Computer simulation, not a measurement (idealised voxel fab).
This is a process module. Its name is voxel transistor to metal.
The cross-section shown here is cut; it is 290 nm wide and divided into square cells measuring 5 nm on a side.
Each cross-section below is a grid of square cells, stated as bands in top-down order, with one or more rows of cells making up each band. What a band's entry tells you: where the top is and where the bottom is, as heights in nm, and after that what lies inside, material by material from left to right, each with its width in nm. Empty space is written as the word "air", and a single material marked with the word "all across" occupies the band from edge to edge. Height reference: 0 = level under which incoming wafer is all one material. Lowest band: no bottom, runs on downward, e.g. "0 down". Top row gets the first number, bottom row gets the second, and each row in between changes by the same step: that is how a band width like "30..40" works. Step marked "no modifications"? Then no cell in the cross-section changed in it. Heads up: "Sealed cavities" only lists the empty pockets with no open path to the top that are 8 cells or more, and it writes them as width x height at distance, distance from the left edge, in nm. after a step's settings: what the simulator itself notes on the step. You can add "overlay nm" to a step's line. For a step with a mask, it describes how far the mask lay to the right of its planned position, and a negative number describes a lay to the left.
## Process steps (planned)
1. RECEIVE,material Si
2. OXIDIZE,depth nm 5
3. CONFORMAL_DEP,material SiN,thk nm 10
4. DIRECTIONAL_DEP,material aC,thk nm 10
5. PATTERN,tone cover,mask id ACTIVE,material resist,width nm 100,pitch nm 125,thk nm 30,overlay nm 0
6. DIRECTIONAL_ETCH,etch materials aC,depth nm 10
7. STRIP,etch materials resist
8. DIRECTIONAL_ETCH,etch materials SiN,depth nm 10
9. DIRECTIONAL_ETCH,etch materials SiO2,depth nm 5
10. DIRECTIONAL_ETCH,etch materials Si,depth nm 20
11. STRIP,etch materials aC
12. OXIDIZE,depth nm 5
13. FILL_DEP,material SiO2,thk nm 5
14. CMP,height nm 10
15. SELECTIVE_ETCH,etch materials SiO2,depth nm 5
16. STRIP,etch materials SiN
17. SELECTIVE_ETCH,etch materials SiO2,depth nm 5
18. OXIDIZE,depth nm 5
19. DIRECTIONAL_DEP,material polySi,thk nm 30
20. DIRECTIONAL_DEP,material SiCN,thk nm 10
21. MASKED_ETCH,tone cover,mask id GATE,width nm 30,pitch nm 125,etch materials SiCN,depth nm 20,overlay nm -5
22. MASKED_ETCH,tone cover,mask id GATE,width nm 30,pitch nm 125,etch materials polySi,depth nm 40,overlay nm 0
23. CONFORMAL_DEP,material SiN,thk nm 5
24. DIRECTIONAL_ETCH,etch materials SiN,depth nm 5
25. DIRECTIONAL_ETCH,etch materials SiO2,depth nm 5
26. DIRECTIONAL_ETCH,etch materials Si,depth nm 10
27. EPI,material SiGe,thk nm 10
28. FILL_DEP,material SiO2,thk nm 5
29. CMP,height nm 25
30. STRIP,etch materials polySi
31. SELECTIVE_ETCH,etch materials SiO2,depth nm 5
32. CONFORMAL_DEP,material HfO2,thk nm 5
33. CONFORMAL_DEP,material TiN,thk nm 5
34. FILL_DEP,material W,thk nm 5
35. CMP,height nm 20
36. DIRECTIONAL_DEP,material SiO2,thk nm 10
37. DIRECTIONAL_DEP,material aC,thk nm 15
38. PATTERN,tone open,mask id CONTACT,material resist,width nm 15,thk nm 30,overlay nm 0
39. DIRECTIONAL_ETCH,etch materials aC,depth nm 15
40. STRIP,etch materials resist
41. DIRECTIONAL_ETCH,etch materials SiO2,depth nm 40
42. STRIP,etch materials aC
43. CONFORMAL_DEP,material TiN,thk nm 5
44. FILL_DEP,material Ru,thk nm 5
45. CMP,height nm 30
46. CONFORMAL_DEP,material SiN,thk nm 5
47. DIRECTIONAL_DEP,material lowk,thk nm 25
48. PATTERN,tone open,mask id METAL_1,material resist,width nm 15,thk nm 20,overlay nm 0
49. DIRECTIONAL_ETCH,etch materials lowk,depth nm 25
50. DIRECTIONAL_ETCH,etch materials SiN,depth nm 5
51. STRIP,etch materials resist
52. CONFORMAL_DEP,material TiN,thk nm 5
53. FILL_DEP,material Cu,thk nm 5
54. CMP,height nm 60
55. CONFORMAL_DEP,material SiN,thk nm 5
Same starting wafers, different overlay nm at step 21. Plan value belongs to the first wafer.
## Incoming state of the first of several wafers in cross-section: after step 1
> 0 down: Si all across
> Sealed cavities: none
## First of several wafers, sectioned at end of module (last step: step 55)
> 65 to 60: SiN all across
> 60 to 35: 35 lowk | 5 TiN | 5 Cu | 5 TiN | 60 lowk | 5 TiN | 5 Cu | 5 TiN | 35 lowk | 5 TiN | 5 Cu | 5 TiN | 60 lowk | 5 TiN | 5 Cu | 5 TiN | 40 lowk
> 35 to 30: 35 SiN | 15 TiN | 60 SiN | 15 TiN | 35 SiN | 15 TiN | 60 SiN | 15 TiN | 40 SiN
> 30 to 20: 35 SiO2 | 5 TiN | 5 Ru | 5 TiN | 60 SiO2 | 5 TiN | 5 Ru | 5 TiN | 35 SiO2 | 5 TiN | 5 Ru | 5 TiN | 60 SiO2 | 5 TiN | 5 Ru | 5 TiN | 40 SiO2
> 20 to 5: 35 SiO2 | 5 TiN | 5 Ru | 5 TiN | 5 SiO2 | 5 SiN | 5 HfO2 | 5 TiN | 15 W | 5 TiN | 5 HfO2 | 5 SiN | 10 SiO2 | 5 TiN | 5 Ru | 5 TiN | 35 SiO2 | 5 TiN | 5 Ru | 5 TiN | 5 SiO2 | 5 SiN | 5 HfO2 | 5 TiN | 15 W | 5 TiN | 5 HfO2 | 5 SiN | 10 SiO2 | 5 TiN | 5 Ru | 5 TiN | 40 SiO2
> 5 to 0: 35 SiO2 | 15 TiN | 5 SiO2 | 5 SiN | 5 HfO2 | 5 TiN | 15 W | 5 TiN | 5 HfO2 | 5 SiN | 10 SiO2 | 5 TiN | 5 Ru | 5 TiN | 35 SiO2 | 15 TiN | 5 SiO2 | 5 SiN | 5 HfO2 | 5 TiN | 15 W | 5 TiN | 5 HfO2 | 5 SiN | 10 SiO2 | 5 TiN | 5 Ru | 5 TiN | 40 SiO2
> 0 to -5: 25 SiO2 | 5 SiN | 5 SiO2 | 10 TiN | 10 SiGe | 5 SiN | 5 HfO2 | 25 TiN | 5 HfO2 | 5 SiN | 10 SiGe | 5 TiN | 5 Ru | 5 TiN | 5 SiO2 | 5 SiN | 15 SiO2 | 5 SiN | 5 SiO2 | 10 TiN | 10 SiGe | 5 SiN | 5 HfO2 | 25 TiN | 5 HfO2 | 5 SiN | 10 SiGe | 5 TiN | 5 Ru | 5 TiN | 5 SiO2 | 5 SiN | 30 SiO2
> -5 to -10: 35 SiO2 | 10 TiN | 10 SiGe | 45 HfO2 | 10 SiGe | 15 TiN | 35 SiO2 | 10 TiN | 10 SiGe | 45 HfO2 | 10 SiGe | 15 TiN | 40 SiO2
> -10 to -20: 35 SiO2 | 20 SiGe | 45 Si | 25 SiGe | 35 SiO2 | 20 SiGe | 45 Si | 25 SiGe | 40 SiO2
> -20 to -30: 35 SiO2 | 90 Si | 35 SiO2 | 90 Si | 40 SiO2
> -30 down: Si all across
> Sealed cavities: none
## Cross-section of the final wafer among several, taken at the end of the module
> 65 to 60: SiN all across
> 60 to 35: 35 lowk | 5 TiN | 5 Cu | 5 TiN | 60 lowk | 5 TiN | 5 Cu | 5 TiN | 35 lowk | 5 TiN | 5 Cu | 5 TiN | 60 lowk | 5 TiN | 5 Cu | 5 TiN | 40 lowk
> 35 to 30: 35 SiN | 15 TiN | 60 SiN | 15 TiN | 35 SiN | 15 TiN | 60 SiN | 15 TiN | 40 SiN
> 30 to 20: 35 SiO2 | 5 TiN | 5 Ru | 5 TiN | 60 SiO2 | 5 TiN | 5 Ru | 5 TiN | 35 SiO2 | 5 TiN | 5 Ru | 5 TiN | 60 SiO2 | 5 TiN | 5 Ru | 5 TiN | 40 SiO2
> 20 to 5: 35 SiO2 | 5 TiN | 5 Ru | 5 TiN | 10 SiO2 | 5 SiN | 5 HfO2 | 5 TiN | 15 W | 5 TiN | 5 HfO2 | 5 SiN | 5 SiO2 | 5 TiN | 5 Ru | 5 TiN | 35 SiO2 | 5 TiN | 5 Ru | 5 TiN | 10 SiO2 | 5 SiN | 5 HfO2 | 5 TiN | 15 W | 5 TiN | 5 HfO2 | 5 SiN | 5 SiO2 | 5 TiN | 5 Ru | 5 TiN | 40 SiO2
> 5 to 0: 35 SiO2 | 5 TiN | 5 Ru | 5 TiN | 10 SiO2 | 5 SiN | 5 HfO2 | 5 TiN | 15 W | 5 TiN | 5 HfO2 | 5 SiN | 5 SiO2 | 15 TiN | 35 SiO2 | 5 TiN | 5 Ru | 5 TiN | 10 SiO2 | 5 SiN | 5 HfO2 | 5 TiN | 15 W | 5 TiN | 5 HfO2 | 5 SiN | 5 SiO2 | 15 TiN | 40 SiO2
> 0 to -5: 25 SiO2 | 5 SiN | 5 SiO2 | 5 TiN | 5 Ru | 5 TiN | 10 SiGe | 5 SiN | 5 HfO2 | 25 TiN | 5 HfO2 | 5 SiN | 10 SiGe | 10 TiN | 5 SiO2 | 5 SiN | 15 SiO2 | 5 SiN | 5 SiO2 | 5 TiN | 5 Ru | 5 TiN | 10 SiGe | 5 SiN | 5 HfO2 | 25 TiN | 5 HfO2 | 5 SiN | 10 SiGe | 10 TiN | 5 SiO2 | 5 SiN | 30 SiO2
> -5 to -10: 35 SiO2 | 15 TiN | 10 SiGe | 45 HfO2 | 10 SiGe | 10 TiN | 35 SiO2 | 15 TiN | 10 SiGe | 45 HfO2 | 10 SiGe | 10 TiN | 40 SiO2
> -10 to -20: 35 SiO2 | 25 SiGe | 45 Si | 20 SiGe | 35 SiO2 | 25 SiGe | 45 Si | 20 SiGe | 40 SiO2
> -20 to -30: 35 SiO2 | 90 Si | 35 SiO2 | 90 Si | 40 SiO2
> -30 down: Si all across
> Sealed cavities: none
## Where each wafer stands at the end of the module, a row apiece: cells of each material gained (+) or lost (-) since it was received, then closed voids
overlay nm -5 | +20 Cu | +38 HfO2 | +24 Ru | -240 Si | +52 SiGe | +128 SiN | +332 SiO2 | +146 TiN | +24 W | +230 lowk | Sealed cavities: none
overlay nm 0 | +20 Cu | +36 HfO2 | +28 Ru | -244 Si | +56 SiGe | +128 SiN | +340 SiO2 | +144 TiN | +16 W | +230 lowk | Sealed cavities: none
overlay nm 5 | +20 Cu | +38 HfO2 | +24 Ru | -240 Si | +52 SiGe | +128 SiN | +332 SiO2 | +146 TiN | +24 W | +230 lowk | Sealed cavities: none
